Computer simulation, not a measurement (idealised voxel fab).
Module name: voxel capacitor over wiring (process module)
Pictured: cross-section cut, 180 nm wide, on a grid of 5 nm square cells.
This document writes a cross-section as a grid whose cells are square, and gives it as bands, listed from the top down; one or more rows of cells form a band.
First you get the band's top height and its bottom height, in nm, and then the materials it's made of, left to right, with each width in nm. If you see a single material with "full width", that one covers the band edge to edge. "air" is empty space.
All heights in this document are referenced to 0, defined as the level beneath which the wafer, as received, consists entirely of one material. The lowest band is not bounded below; it extends indefinitely downward and is written in the form "0 nm and below".
Width: "30->40" (first number = top row, second number = bottom row, same change from row to row of cells).
A step reported as "no alterations made" is a step in which no cell of the cross-section changed.
Entry "closed voids" = empty spaces >= 8 cells with no open way to the top; each as width x height at distance, distance from left edge, all nm.
Heads up: the bit after the settings on a step's line is the simulator's remark on that step.
Each step line may optionally specify "overlay nm", which for a step with a mask gives the rightward distance between the mask's planned place and where it lay, a negative value indicating the leftward direction.
So the way this works: pairs, before and after one process step. The after picture only goes down to the lowest band that actually changed, nothing below. Step and its settings are under each pair. And watch out, pairs might come from different runs of this module, same starting wafer though, so a pair only follows on from the one above if its "Before step" entry tells you so.

## Before step
    0 nm and below  Si full width
    closed voids: none

## Sectional Result
    15 nm to 0 nm  SiO2 full width
    Everything below 0 is unchanged.
    closed voids: none
The process step bridging the two cross-sections above: CONFORMAL_DEP,material SiO2,thk nm 15

Before step: For the state before this step, see the after cross-section of the pair located directly above.

## Sectional Result
    20 nm to 15 nm  SiN full width
    Everything below 15 is unchanged.
    closed voids: none
The process step bridging the two cross-sections above: CONFORMAL_DEP,material SiN,thk nm 5

Before step: For the state before this step, see the after cross-section of the pair located directly above.

## Sectional Result
    35 nm to 20 nm  lowk full width
    Everything below 20 is unchanged.
    closed voids: none
The process step bridging the two cross-sections above: DIRECTIONAL_DEP,material lowk,thk nm 15

Before step: For the state before this step, see the after cross-section of the pair located directly above.

## Sectional Result
    55 nm to 35 nm  30 of resist, 30 of air, 55 of resist, 30 of air, 35 of resist
    Everything below 35 is unchanged.
    closed voids: none
The process step bridging the two cross-sections above: PATTERN,tone open,mask id METAL_1,material resist,width nm 30,pitch nm 85,thk nm 20,overlay nm 0

Before step: For the state before this step, see the after cross-section of the pair located directly above.

## Sectional Result
    55 nm to 35 nm  30 of resist, 30 of air, 55 of resist, 30 of air, 35 of resist
    35 nm to 20 nm  30 of lowk, 30 of air, 55 of lowk, 30 of air, 35 of lowk
    Everything below 20 is unchanged.
    closed voids: none
The process step bridging the two cross-sections above: DIRECTIONAL_ETCH,etch materials lowk,depth nm 15

Before step: For the state before this step, see the after cross-section of the pair located directly above.

## Sectional Result
    55 nm to 35 nm  30 of resist, 30 of air, 55 of resist, 30 of air, 35 of resist
    35 nm to 20 nm  30 of lowk, 30 of air, 55 of lowk, 30 of air, 35 of lowk
    20 nm to 15 nm  30 of SiN, 30 of air, 55 of SiN, 30 of air, 35 of SiN
    Everything below 15 is unchanged.
    closed voids: none
The process step bridging the two cross-sections above: DIRECTIONAL_ETCH,etch materials SiN,depth nm 5

Before step: For the state before this step, see the after cross-section of the pair located directly above.

## Sectional Result
    35 nm to 20 nm  30 of lowk, 30 of air, 55 of lowk, 30 of air, 35 of lowk
    Everything below 20 is unchanged.
    closed voids: none
The process step bridging the two cross-sections above: STRIP,etch materials resist

Before step: For the state before this step, see the after cross-section of the pair located directly above.

## Sectional Result
    40 nm to 35 nm  35 of TiN, 20 of air, 65 of TiN, 20 of air, 40 of TiN
    35 nm to 20 nm  30 of lowk, 5 of TiN, 20 of air, 5 of TiN, 55 of lowk, 5 of TiN, 20 of air, 5 of TiN, 35 of lowk
    20 nm to 15 nm  30 of SiN, 30 of TiN, 55 of SiN, 30 of TiN, 35 of SiN
    Everything below 15 is unchanged.
    closed voids: none
The process step bridging the two cross-sections above: CONFORMAL_DEP,material TiN,thk nm 5

Before step: For the state before this step, see the after cross-section of the pair located directly above.

## Sectional Result
    50 nm to 40 nm  Ru full width
    40 nm to 35 nm  35 of TiN, 20 of Ru, 65 of TiN, 20 of Ru, 40 of TiN
    35 nm to 20 nm  30 of lowk, 5 of TiN, 20 of Ru, 5 of TiN, 55 of lowk, 5 of TiN, 20 of Ru, 5 of TiN, 35 of lowk
    Everything below 20 is unchanged.
    closed voids: none
The process step bridging the two cross-sections above: FILL_DEP,material Ru,thk nm 10

Before step: For the state before this step, see the after cross-section of the pair located directly above.

## Sectional Result
    35 nm to 20 nm  30 of lowk, 5 of TiN, 20 of Ru, 5 of TiN, 55 of lowk, 5 of TiN, 20 of Ru, 5 of TiN, 35 of lowk
    Everything below 20 is unchanged.
    closed voids: none
The process step bridging the two cross-sections above: CMP,height nm 35

Before step: For the state before this step, see the after cross-section of the pair located directly above.

## Sectional Result
    40 nm to 35 nm  SiCN full width
    Everything below 35 is unchanged.
    closed voids: none
The process step bridging the two cross-sections above: CONFORMAL_DEP,material SiCN,thk nm 5

Before step: For the state before this step, see the after cross-section of the pair located directly above.

## Sectional Result
    55 nm to 40 nm  lowk full width
    Everything below 40 is unchanged.
    closed voids: none
The process step bridging the two cross-sections above: DIRECTIONAL_DEP,material lowk,thk nm 15

Before step: For the state before this step, see the after cross-section of the pair located directly above.

## Sectional Result
    65 nm to 55 nm  aC full width
    Everything below 55 is unchanged.
    closed voids: none
The process step bridging the two cross-sections above: DIRECTIONAL_DEP,material aC,thk nm 10

Before step: For the state before this step, see the after cross-section of the pair located directly above.

## Sectional Result
    90 nm to 65 nm  45 of resist, 15 of air, 120 of resist
    Everything below 65 is unchanged.
    closed voids: none
The process step bridging the two cross-sections above: PATTERN,tone open,mask id PLUG_1,material resist,width nm 15,thk nm 25,overlay nm 0

Before step: For the state before this step, see the after cross-section of the pair located directly above.

## Sectional Result
    80 nm to 65 nm  45 of resist, 15 of air, 120 of resist
    65 nm to 55 nm  45 of aC, 15 of air, 120 of aC
    Everything below 55 is unchanged.
    closed voids: none
The process step bridging the two cross-sections above: DIRECTIONAL_ETCH,etch materials aC,depth nm 10

Before step: For the state before this step, see the after cross-section of the pair located directly above.

## Sectional Result
    65 nm to 55 nm  45 of aC, 15 of air, 120 of aC
    Everything below 55 is unchanged.
    closed voids: none
The process step bridging the two cross-sections above: STRIP,etch materials resist

Before step: For the state before this step, see the after cross-section of the pair located directly above.

## Sectional Result
    65 nm to 55 nm  45 of aC, 15 of air, 120 of aC
    55 nm to 40 nm  45 of lowk, 15 of air, 120 of lowk
    Everything below 40 is unchanged.
    closed voids: none
The process step bridging the two cross-sections above: DIRECTIONAL_ETCH,etch materials lowk,depth nm 15

Before step: For the state before this step, see the after cross-section of the pair located directly above.

## Sectional Result
    65 nm to 55 nm  45 of aC, 15 of air, 120 of aC
    55 nm to 40 nm  45 of lowk, 15 of air, 120 of lowk
    40 nm to 35 nm  45 of SiCN, 15 of air, 120 of SiCN
    Everything below 35 is unchanged.
    closed voids: none
The process step bridging the two cross-sections above: DIRECTIONAL_ETCH,etch materials SiCN,depth nm 5

Before step: For the state before this step, see the after cross-section of the pair located directly above.

## Sectional Result
    55 nm to 40 nm  45 of lowk, 15 of air, 120 of lowk
    Everything below 40 is unchanged.
    closed voids: none
The process step bridging the two cross-sections above: STRIP,etch materials aC

Before step: For the state before this step, see the after cross-section of the pair located directly above.

## Sectional Result
    60 nm to 55 nm  50 of TiN, 5 of air, 125 of TiN
    55 nm to 40 nm  45 of lowk, 5 of TiN, 5 of air, 5 of TiN, 120 of lowk
    40 nm to 35 nm  45 of SiCN, 15 of TiN, 120 of SiCN
    Everything below 35 is unchanged.
    closed voids: none
The process step bridging the two cross-sections above: CONFORMAL_DEP,material TiN,thk nm 5

Before step: For the state before this step, see the after cross-section of the pair located directly above.

## Sectional Result
    70 nm to 60 nm  W full width
    60 nm to 55 nm  50 of TiN, 5 of W, 125 of TiN
    55 nm to 40 nm  45 of lowk, 5 of TiN, 5 of W, 5 of TiN, 120 of lowk
    Everything below 40 is unchanged.
    closed voids: none
The process step bridging the two cross-sections above: FILL_DEP,material W,thk nm 10

Before step: For the state before this step, see the after cross-section of the pair located directly above.

## Sectional Result
    55 nm to 40 nm  45 of lowk, 5 of TiN, 5 of W, 5 of TiN, 120 of lowk
    Everything below 40 is unchanged.
    closed voids: none
The process step bridging the two cross-sections above: CMP,height nm 55

Before step: For the state before this step, see the after cross-section of the pair located directly above.

## Sectional Result
    60 nm to 55 nm  TiN full width
    Everything below 55 is unchanged.
    closed voids: none
The process step bridging the two cross-sections above: DIRECTIONAL_DEP,material TiN,thk nm 5

Before step: For the state before this step, see the after cross-section of the pair located directly above.

## Sectional Result
    65 nm to 60 nm  Al2O3 full width
    Everything below 60 is unchanged.
    closed voids: none
The process step bridging the two cross-sections above: DIRECTIONAL_DEP,material Al2O3,thk nm 5

Before step: For the state before this step, see the after cross-section of the pair located directly above.

## Sectional Result
    75 nm to 65 nm  TiN full width
    Everything below 65 is unchanged.
    closed voids: none
The process step bridging the two cross-sections above: DIRECTIONAL_DEP,material TiN,thk nm 10

Before step: For the state before this step, see the after cross-section of the pair located directly above.

## Sectional Result
    90 nm to 75 nm  45 of air, 60 of resist, 75 of air
    Everything below 75 is unchanged.
    closed voids: none
The process step bridging the two cross-sections above: PATTERN,tone cover,mask id UPPER_PLATE,material resist,width nm 60,thk nm 15,overlay nm 0

Before step: For the state before this step, see the after cross-section of the pair located directly above.

## Sectional Result
    90 nm to 75 nm  45 of air, 60 of resist, 75 of air
    75 nm to 65 nm  45 of air, 60 of TiN, 75 of air
    Everything below 65 is unchanged.
    closed voids: none
The process step bridging the two cross-sections above: DIRECTIONAL_ETCH,etch materials TiN,depth nm 10

Before step: For the state before this step, see the after cross-section of the pair located directly above.

## Sectional Result
    90 nm to 75 nm  45 of air, 60 of resist, 75 of air
    75 nm to 65 nm  45 of air, 60 of TiN, 75 of air
    65 nm to 60 nm  45 of air, 60 of Al2O3, 75 of air
    Everything below 60 is unchanged.
    closed voids: none
The process step bridging the two cross-sections above: DIRECTIONAL_ETCH,etch materials Al2O3,depth nm 5

Before step: For the state before this step, see the after cross-section of the pair located directly above.

## Sectional Result
    75 nm to 65 nm  45 of air, 60 of TiN, 75 of air
    Everything below 65 is unchanged.
    closed voids: none
The process step bridging the two cross-sections above: STRIP,etch materials resist

Before step: For the state before this step, see the after cross-section of the pair located directly above.

## Sectional Result
    75 nm to 65 nm  45 of air, 60 of TiN, 75 of air
    65 nm to 60 nm  45 of air, 60 of Al2O3, 75 of air
    60 nm to 55 nm  40 of air, 70 of TiN, 70 of air
    Everything below 55 is unchanged.
    closed voids: none
The process step bridging the two cross-sections above: MASKED_ETCH,tone cover,mask id LOWER_PLATE,width nm 70,etch materials TiN,depth nm 5,overlay nm 0

Before step: For the state before this step, see the after cross-section of the pair located directly above.

## Sectional Result
    95 nm to 75 nm  SiO2 full width
    75 nm to 65 nm  45 of SiO2, 60 of TiN, 75 of SiO2
    65 nm to 60 nm  45 of SiO2, 60 of Al2O3, 75 of SiO2
    60 nm to 55 nm  40 of SiO2, 70 of TiN, 70 of SiO2
    Everything below 55 is unchanged.
    closed voids: none
The process step bridging the two cross-sections above: FILL_DEP,material SiO2,thk nm 20

Before step: For the state before this step, see the after cross-section of the pair located directly above.

## Sectional Result
    90 nm to 75 nm  SiO2 full width
    Everything below 75 is unchanged.
    closed voids: none
The process step bridging the two cross-sections above: CMP,height nm 90

Before step: For the state before this step, see the after cross-section of the pair located directly above.

## Sectional Result
    90 nm to 75 nm  55 of SiO2, 15 of air, 110 of SiO2
    Everything below 75 is unchanged.
    closed voids: none
The process step bridging the two cross-sections above: MASKED_ETCH,tone open,mask id PLUG_2,width nm 15,etch materials SiO2,depth nm 15,overlay nm 0

Before step: For the state before this step, see the after cross-section of the pair located directly above.

## Sectional Result
    95 nm to 90 nm  60 of TiN, 5 of air, 115 of TiN
    90 nm to 80 nm  55 of SiO2, 5 of TiN, 5 of air, 5 of TiN, 110 of SiO2
    80 nm to 75 nm  55 of SiO2, 15 of TiN, 110 of SiO2
    Everything below 75 is unchanged.
    closed voids: none
The process step bridging the two cross-sections above: CONFORMAL_DEP,material TiN,thk nm 5

Before step: For the state before this step, see the after cross-section of the pair located directly above.

## Sectional Result
    105 nm to 95 nm  W full width
    95 nm to 90 nm  60 of TiN, 5 of W, 115 of TiN
    90 nm to 80 nm  55 of SiO2, 5 of TiN, 5 of W, 5 of TiN, 110 of SiO2
    Everything below 80 is unchanged.
    closed voids: none
The process step bridging the two cross-sections above: FILL_DEP,material W,thk nm 10

Before step: For the state before this step, see the after cross-section of the pair located directly above.

## Sectional Result
    90 nm to 80 nm  55 of SiO2, 5 of TiN, 5 of W, 5 of TiN, 110 of SiO2
    Everything below 80 is unchanged.
    closed voids: none
The process step bridging the two cross-sections above: CMP,height nm 90

Before step: For the state before this step, see the after cross-section of the pair located directly above.

## Sectional Result
    95 nm to 90 nm  SiN full width
    Everything below 90 is unchanged.
    closed voids: none
The process step bridging the two cross-sections above: CONFORMAL_DEP,material SiN,thk nm 5

## Before step
    105 nm to 95 nm  W full width
    95 nm to 90 nm  60 of TiN, 5 of W, 115 of TiN
    90 nm to 80 nm  55 of SiO2, 5 of TiN, 5 of W, 5 of TiN, 110 of SiO2
    80 nm to 75 nm  55 of SiO2, 15 of TiN, 110 of SiO2
    75 nm to 65 nm  45 of SiO2, 60 of TiN, 75 of SiO2
    65 nm to 60 nm  45 of SiO2, 60 of Al2O3, 75 of SiO2
    60 nm to 55 nm  40 of SiO2, 70 of TiN, 70 of SiO2
    55 nm to 40 nm  45 of lowk, 5 of TiN, 5 of W, 5 of TiN, 120 of lowk
    40 nm to 35 nm  45 of SiCN, 15 of TiN, 120 of SiCN
    35 nm to 20 nm  30 of lowk, 5 of TiN, 20 of Ru, 5 of TiN, 55 of lowk, 5 of TiN, 20 of Ru, 5 of TiN, 35 of lowk
    20 nm to 15 nm  30 of SiN, 30 of TiN, 55 of SiN, 30 of TiN, 35 of SiN
    15 nm to 0 nm  SiO2 full width
    0 nm and below  Si full width
    closed voids: none

## Sectional Result
    110 nm to 105 nm  SiN full width
    Everything below 105 is unchanged.
    closed voids: none
The process step bridging the two cross-sections above: CONFORMAL_DEP,material SiN,thk nm 5

## Before step
    15 nm to 0 nm  SiO2 full width
    0 nm and below  Si full width
    closed voids: none

## Sectional Result
    30 nm to 0 nm  SiO2 full width
    Everything below 0 is unchanged.
    closed voids: none
The process step bridging the two cross-sections above: CONFORMAL_DEP,material SiO2,thk nm 15

Before step: For the state before this step, see the after cross-section of the pair located directly above.

## Sectional Result
    35 nm to 30 nm  SiN full width
    Everything below 30 is unchanged.
    closed voids: none
The process step bridging the two cross-sections above: CONFORMAL_DEP,material SiN,thk nm 5

Before step: For the state before this step, see the after cross-section of the pair located directly above.

## Sectional Result
    50 nm to 35 nm  lowk full width
    Everything below 35 is unchanged.
    closed voids: none
The process step bridging the two cross-sections above: DIRECTIONAL_DEP,material lowk,thk nm 15

Before step: For the state before this step, see the after cross-section of the pair located directly above.

## Sectional Result
    70 nm to 50 nm  30 of resist, 30 of air, 55 of resist, 30 of air, 35 of resist
    Everything below 50 is unchanged.
    closed voids: none
The process step bridging the two cross-sections above: PATTERN,tone open,mask id METAL_1,material resist,width nm 30,pitch nm 85,thk nm 20,overlay nm 0

Before step: For the state before this step, see the after cross-section of the pair located directly above.

## Sectional Result
    70 nm to 50 nm  30 of resist, 30 of air, 55 of resist, 30 of air, 35 of resist
    50 nm to 35 nm  30 of lowk, 30 of air, 55 of lowk, 30 of air, 35 of lowk
    Everything below 35 is unchanged.
    closed voids: none
The process step bridging the two cross-sections above: DIRECTIONAL_ETCH,etch materials lowk,depth nm 15

Before step: For the state before this step, see the after cross-section of the pair located directly above.

## Sectional Result
    70 nm to 50 nm  30 of resist, 30 of air, 55 of resist, 30 of air, 35 of resist
    50 nm to 35 nm  30 of lowk, 30 of air, 55 of lowk, 30 of air, 35 of lowk
    35 nm to 30 nm  30 of SiN, 30 of air, 55 of SiN, 30 of air, 35 of SiN
    Everything below 30 is unchanged.
    closed voids: none
The process step bridging the two cross-sections above: DIRECTIONAL_ETCH,etch materials SiN,depth nm 5

Before step: For the state before this step, see the after cross-section of the pair located directly above.

## Sectional Result
    50 nm to 35 nm  30 of lowk, 30 of air, 55 of lowk, 30 of air, 35 of lowk
    Everything below 35 is unchanged.
    closed voids: none
The process step bridging the two cross-sections above: STRIP,etch materials resist

Before step: For the state before this step, see the after cross-section of the pair located directly above.

## Sectional Result
    55 nm to 50 nm  35 of TiN, 20 of air, 65 of TiN, 20 of air, 40 of TiN
    50 nm to 35 nm  30 of lowk, 5 of TiN, 20 of air, 5 of TiN, 55 of lowk, 5 of TiN, 20 of air, 5 of TiN, 35 of lowk
    35 nm to 30 nm  30 of SiN, 30 of TiN, 55 of SiN, 30 of TiN, 35 of SiN
    Everything below 30 is unchanged.
    closed voids: none
The process step bridging the two cross-sections above: CONFORMAL_DEP,material TiN,thk nm 5

Before step: For the state before this step, see the after cross-section of the pair located directly above.

## Sectional Result
    65 nm to 55 nm  Ru full width
    55 nm to 50 nm  35 of TiN, 20 of Ru, 65 of TiN, 20 of Ru, 40 of TiN
    50 nm to 35 nm  30 of lowk, 5 of TiN, 20 of Ru, 5 of TiN, 55 of lowk, 5 of TiN, 20 of Ru, 5 of TiN, 35 of lowk
    Everything below 35 is unchanged.
    closed voids: none
The process step bridging the two cross-sections above: FILL_DEP,material Ru,thk nm 10

Before step: For the state before this step, see the after cross-section of the pair located directly above.

## Sectional Result
    35 nm to 30 nm  30 of SiN, 30 of TiN, 55 of SiN, 30 of TiN, 35 of SiN
    Everything below 30 is unchanged.
    closed voids: none
The process step bridging the two cross-sections above: CMP,height nm 35

Before step: For the state before this step, see the after cross-section of the pair located directly above.

## Sectional Result
    40 nm to 35 nm  SiCN full width
    Everything below 35 is unchanged.
    closed voids: none
The process step bridging the two cross-sections above: CONFORMAL_DEP,material SiCN,thk nm 5

Before step: For the state before this step, see the after cross-section of the pair located directly above.

## Sectional Result
    55 nm to 40 nm  lowk full width
    Everything below 40 is unchanged.
    closed voids: none
The process step bridging the two cross-sections above: DIRECTIONAL_DEP,material lowk,thk nm 15

Before step: For the state before this step, see the after cross-section of the pair located directly above.

## Sectional Result
    65 nm to 55 nm  aC full width
    Everything below 55 is unchanged.
    closed voids: none
The process step bridging the two cross-sections above: DIRECTIONAL_DEP,material aC,thk nm 10

Before step: For the state before this step, see the after cross-section of the pair located directly above.

## Sectional Result
    90 nm to 65 nm  45 of resist, 15 of air, 120 of resist
    Everything below 65 is unchanged.
    closed voids: none
The process step bridging the two cross-sections above: PATTERN,tone open,mask id PLUG_1,material resist,width nm 15,thk nm 25,overlay nm 0

Before step: For the state before this step, see the after cross-section of the pair located directly above.

## Sectional Result
    80 nm to 65 nm  45 of resist, 15 of air, 120 of resist
    65 nm to 55 nm  45 of aC, 15 of air, 120 of aC
    Everything below 55 is unchanged.
    closed voids: none
The process step bridging the two cross-sections above: DIRECTIONAL_ETCH,etch materials aC,depth nm 10

Before step: For the state before this step, see the after cross-section of the pair located directly above.

## Sectional Result
    65 nm to 55 nm  45 of aC, 15 of air, 120 of aC
    Everything below 55 is unchanged.
    closed voids: none
The process step bridging the two cross-sections above: STRIP,etch materials resist

Before step: For the state before this step, see the after cross-section of the pair located directly above.

## Sectional Result
    65 nm to 55 nm  45 of aC, 15 of air, 120 of aC
    55 nm to 40 nm  45 of lowk, 15 of air, 120 of lowk
    Everything below 40 is unchanged.
    closed voids: none
The process step bridging the two cross-sections above: DIRECTIONAL_ETCH,etch materials lowk,depth nm 15

Before step: For the state before this step, see the after cross-section of the pair located directly above.

## Sectional Result
    65 nm to 55 nm  45 of aC, 15 of air, 120 of aC
    55 nm to 40 nm  45 of lowk, 15 of air, 120 of lowk
    40 nm to 35 nm  45 of SiCN, 15 of air, 120 of SiCN
    Everything below 35 is unchanged.
    closed voids: none
The process step bridging the two cross-sections above: DIRECTIONAL_ETCH,etch materials SiCN,depth nm 5

Before step: For the state before this step, see the after cross-section of the pair located directly above.

## Sectional Result
    55 nm to 40 nm  45 of lowk, 15 of air, 120 of lowk
    Everything below 40 is unchanged.
    closed voids: none
The process step bridging the two cross-sections above: STRIP,etch materials aC

Before step: For the state before this step, see the after cross-section of the pair located directly above.

## Sectional Result
    60 nm to 55 nm  50 of TiN, 5 of air, 125 of TiN
    55 nm to 40 nm  45 of lowk, 5 of TiN, 5 of air, 5 of TiN, 120 of lowk
    40 nm to 35 nm  45 of SiCN, 15 of TiN, 120 of SiCN
    Everything below 35 is unchanged.
    closed voids: none
The process step bridging the two cross-sections above: CONFORMAL_DEP,material TiN,thk nm 5

Before step: For the state before this step, see the after cross-section of the pair located directly above.

## Sectional Result
    70 nm to 60 nm  W full width
    60 nm to 55 nm  50 of TiN, 5 of W, 125 of TiN
    55 nm to 40 nm  45 of lowk, 5 of TiN, 5 of W, 5 of TiN, 120 of lowk
    Everything below 40 is unchanged.
    closed voids: none
The process step bridging the two cross-sections above: FILL_DEP,material W,thk nm 10

Before step: For the state before this step, see the after cross-section of the pair located directly above.

## Sectional Result
    55 nm to 40 nm  45 of lowk, 5 of TiN, 5 of W, 5 of TiN, 120 of lowk
    Everything below 40 is unchanged.
    closed voids: none
The process step bridging the two cross-sections above: CMP,height nm 55

Before step: For the state before this step, see the after cross-section of the pair located directly above.

## Sectional Result
    60 nm to 55 nm  TiN full width
    Everything below 55 is unchanged.
    closed voids: none
The process step bridging the two cross-sections above: DIRECTIONAL_DEP,material TiN,thk nm 5

Before step: For the state before this step, see the after cross-section of the pair located directly above.

## Sectional Result
    65 nm to 60 nm  Al2O3 full width
    Everything below 60 is unchanged.
    closed voids: none
The process step bridging the two cross-sections above: DIRECTIONAL_DEP,material Al2O3,thk nm 5

Before step: For the state before this step, see the after cross-section of the pair located directly above.

## Sectional Result
    75 nm to 65 nm  TiN full width
    Everything below 65 is unchanged.
    closed voids: none
The process step bridging the two cross-sections above: DIRECTIONAL_DEP,material TiN,thk nm 10

Before step: For the state before this step, see the after cross-section of the pair located directly above.

## Sectional Result
    90 nm to 75 nm  45 of air, 60 of resist, 75 of air
    Everything below 75 is unchanged.
    closed voids: none
The process step bridging the two cross-sections above: PATTERN,tone cover,mask id UPPER_PLATE,material resist,width nm 60,thk nm 15,overlay nm 0

Before step: For the state before this step, see the after cross-section of the pair located directly above.

## Sectional Result
    90 nm to 75 nm  45 of air, 60 of resist, 75 of air
    75 nm to 65 nm  45 of air, 60 of TiN, 75 of air
    Everything below 65 is unchanged.
    closed voids: none
The process step bridging the two cross-sections above: DIRECTIONAL_ETCH,etch materials TiN,depth nm 10

Before step: For the state before this step, see the after cross-section of the pair located directly above.

## Sectional Result
    90 nm to 75 nm  45 of air, 60 of resist, 75 of air
    75 nm to 65 nm  45 of air, 60 of TiN, 75 of air
    65 nm to 60 nm  45 of air, 60 of Al2O3, 75 of air
    Everything below 60 is unchanged.
    closed voids: none
The process step bridging the two cross-sections above: DIRECTIONAL_ETCH,etch materials Al2O3,depth nm 5

Before step: For the state before this step, see the after cross-section of the pair located directly above.

## Sectional Result
    75 nm to 65 nm  45 of air, 60 of TiN, 75 of air
    Everything below 65 is unchanged.
    closed voids: none
The process step bridging the two cross-sections above: STRIP,etch materials resist

Before step: For the state before this step, see the after cross-section of the pair located directly above.

## Sectional Result
    75 nm to 65 nm  45 of air, 60 of TiN, 75 of air
    65 nm to 60 nm  45 of air, 60 of Al2O3, 75 of air
    60 nm to 55 nm  40 of air, 70 of TiN, 70 of air
    Everything below 55 is unchanged.
    closed voids: none
The process step bridging the two cross-sections above: MASKED_ETCH,tone cover,mask id LOWER_PLATE,width nm 70,etch materials TiN,depth nm 5,overlay nm 0

Before step: For the state before this step, see the after cross-section of the pair located directly above.

## Sectional Result
    95 nm to 75 nm  SiO2 full width
    75 nm to 65 nm  45 of SiO2, 60 of TiN, 75 of SiO2
    65 nm to 60 nm  45 of SiO2, 60 of Al2O3, 75 of SiO2
    60 nm to 55 nm  40 of SiO2, 70 of TiN, 70 of SiO2
    Everything below 55 is unchanged.
    closed voids: none
The process step bridging the two cross-sections above: FILL_DEP,material SiO2,thk nm 20

Before step: For the state before this step, see the after cross-section of the pair located directly above.

## Sectional Result
    90 nm to 75 nm  SiO2 full width
    Everything below 75 is unchanged.
    closed voids: none
The process step bridging the two cross-sections above: CMP,height nm 90

Before step: For the state before this step, see the after cross-section of the pair located directly above.

## Sectional Result
    90 nm to 75 nm  55 of SiO2, 15 of air, 110 of SiO2
    Everything below 75 is unchanged.
    closed voids: none
The process step bridging the two cross-sections above: MASKED_ETCH,tone open,mask id PLUG_2,width nm 15,etch materials SiO2,depth nm 15,overlay nm 0

Before step: For the state before this step, see the after cross-section of the pair located directly above.

## Sectional Result
    95 nm to 90 nm  60 of TiN, 5 of air, 115 of TiN
    90 nm to 80 nm  55 of SiO2, 5 of TiN, 5 of air, 5 of TiN, 110 of SiO2
    80 nm to 75 nm  55 of SiO2, 15 of TiN, 110 of SiO2
    Everything below 75 is unchanged.
    closed voids: none
The process step bridging the two cross-sections above: CONFORMAL_DEP,material TiN,thk nm 5

Before step: For the state before this step, see the after cross-section of the pair located directly above.

## Sectional Result
    105 nm to 95 nm  W full width
    95 nm to 90 nm  60 of TiN, 5 of W, 115 of TiN
    90 nm to 80 nm  55 of SiO2, 5 of TiN, 5 of W, 5 of TiN, 110 of SiO2
    Everything below 80 is unchanged.
    closed voids: none
The process step bridging the two cross-sections above: FILL_DEP,material W,thk nm 10

Before step: For the state before this step, see the after cross-section of the pair located directly above.

## Sectional Result
    90 nm to 80 nm  55 of SiO2, 5 of TiN, 5 of W, 5 of TiN, 110 of SiO2
    Everything below 80 is unchanged.
    closed voids: none
The process step bridging the two cross-sections above: CMP,height nm 90

Before step: For the state before this step, see the after cross-section of the pair located directly above.

## Sectional Result
    95 nm to 90 nm  SiN full width
    Everything below 90 is unchanged.
    closed voids: none
The process step bridging the two cross-sections above: CONFORMAL_DEP,material SiN,thk nm 5

## Before step
    60 nm to 55 nm  TiN full width
    55 nm to 40 nm  45 of lowk, 5 of TiN, 5 of W, 5 of TiN, 120 of lowk
    40 nm to 35 nm  45 of SiCN, 15 of TiN, 120 of SiCN
    35 nm to 20 nm  30 of lowk, 5 of TiN, 20 of Ru, 5 of TiN, 55 of lowk, 5 of TiN, 20 of Ru, 5 of TiN, 35 of lowk
    20 nm to 15 nm  30 of SiN, 30 of TiN, 55 of SiN, 30 of TiN, 35 of SiN
    15 nm to 0 nm  SiO2 full width
    0 nm and below  Si full width
    closed voids: none

## Sectional Result
    70 nm to 55 nm  TiN full width
    Everything below 55 is unchanged.
    closed voids: none
The process step bridging the two cross-sections above: DIRECTIONAL_DEP,material TiN,thk nm 10

Before step: For the state before this step, see the after cross-section of the pair located directly above.

## Sectional Result
    75 nm to 70 nm  Al2O3 full width
    Everything below 70 is unchanged.
    closed voids: none
The process step bridging the two cross-sections above: DIRECTIONAL_DEP,material Al2O3,thk nm 5

Before step: For the state before this step, see the after cross-section of the pair located directly above.

## Sectional Result
    90 nm to 75 nm  45 of air, 60 of resist, 75 of air
    Everything below 75 is unchanged.
    closed voids: none
The process step bridging the two cross-sections above: PATTERN,tone cover,mask id UPPER_PLATE,material resist,width nm 60,thk nm 15,overlay nm 0

Before step: For the state before this step, see the after cross-section of the pair located directly above.

## Sectional Result
    90 nm to 75 nm  45 of air, 60 of resist, 75 of air
    75 nm to 70 nm  45 of air, 60 of Al2O3, 75 of air
    Everything below 70 is unchanged.
    closed voids: none
The process step bridging the two cross-sections above: DIRECTIONAL_ETCH,etch materials Al2O3,depth nm 5

Before step: For the state before this step, see the after cross-section of the pair located directly above.

## Sectional Result
    75 nm to 70 nm  45 of air, 60 of Al2O3, 75 of air
    Everything below 70 is unchanged.
    closed voids: none
The process step bridging the two cross-sections above: STRIP,etch materials resist

Before step: For the state before this step, see the after cross-section of the pair located directly above.

## Sectional Result
    75 nm to 70 nm  45 of air, 60 of Al2O3, 75 of air
    70 nm to 65 nm  40 of air, 70 of TiN, 70 of air
    Everything below 65 is unchanged.
    closed voids: none
The process step bridging the two cross-sections above: MASKED_ETCH,tone cover,mask id LOWER_PLATE,width nm 70,etch materials TiN,depth nm 5,overlay nm 0

Before step: For the state before this step, see the after cross-section of the pair located directly above.

## Sectional Result
    95 nm to 75 nm  SiO2 full width
    75 nm to 70 nm  45 of SiO2, 60 of Al2O3, 75 of SiO2
    70 nm to 65 nm  40 of SiO2, 70 of TiN, 70 of SiO2
    Everything below 65 is unchanged.
    closed voids: none
The process step bridging the two cross-sections above: FILL_DEP,material SiO2,thk nm 20

Before step: For the state before this step, see the after cross-section of the pair located directly above.

## Sectional Result
    90 nm to 75 nm  SiO2 full width
    Everything below 75 is unchanged.
    closed voids: none
The process step bridging the two cross-sections above: CMP,height nm 90

Before step: For the state before this step, see the after cross-section of the pair located directly above.

## Sectional Result
    90 nm to 75 nm  55 of SiO2, 15 of air, 110 of SiO2
    Everything below 75 is unchanged.
    closed voids: none
The process step bridging the two cross-sections above: MASKED_ETCH,tone open,mask id PLUG_2,width nm 15,etch materials SiO2,depth nm 15,overlay nm 0

Before step: For the state before this step, see the after cross-section of the pair located directly above.

## Sectional Result
    95 nm to 90 nm  60 of TiN, 5 of air, 115 of TiN
    90 nm to 80 nm  55 of SiO2, 5 of TiN, 5 of air, 5 of TiN, 110 of SiO2
    80 nm to 75 nm  55 of SiO2, 15 of TiN, 110 of SiO2
    Everything below 75 is unchanged.
    closed voids: none
The process step bridging the two cross-sections above: CONFORMAL_DEP,material TiN,thk nm 5

Before step: For the state before this step, see the after cross-section of the pair located directly above.

## Sectional Result
    105 nm to 95 nm  W full width
    95 nm to 90 nm  60 of TiN, 5 of W, 115 of TiN
    90 nm to 80 nm  55 of SiO2, 5 of TiN, 5 of W, 5 of TiN, 110 of SiO2
    Everything below 80 is unchanged.
    closed voids: none
The process step bridging the two cross-sections above: FILL_DEP,material W,thk nm 10
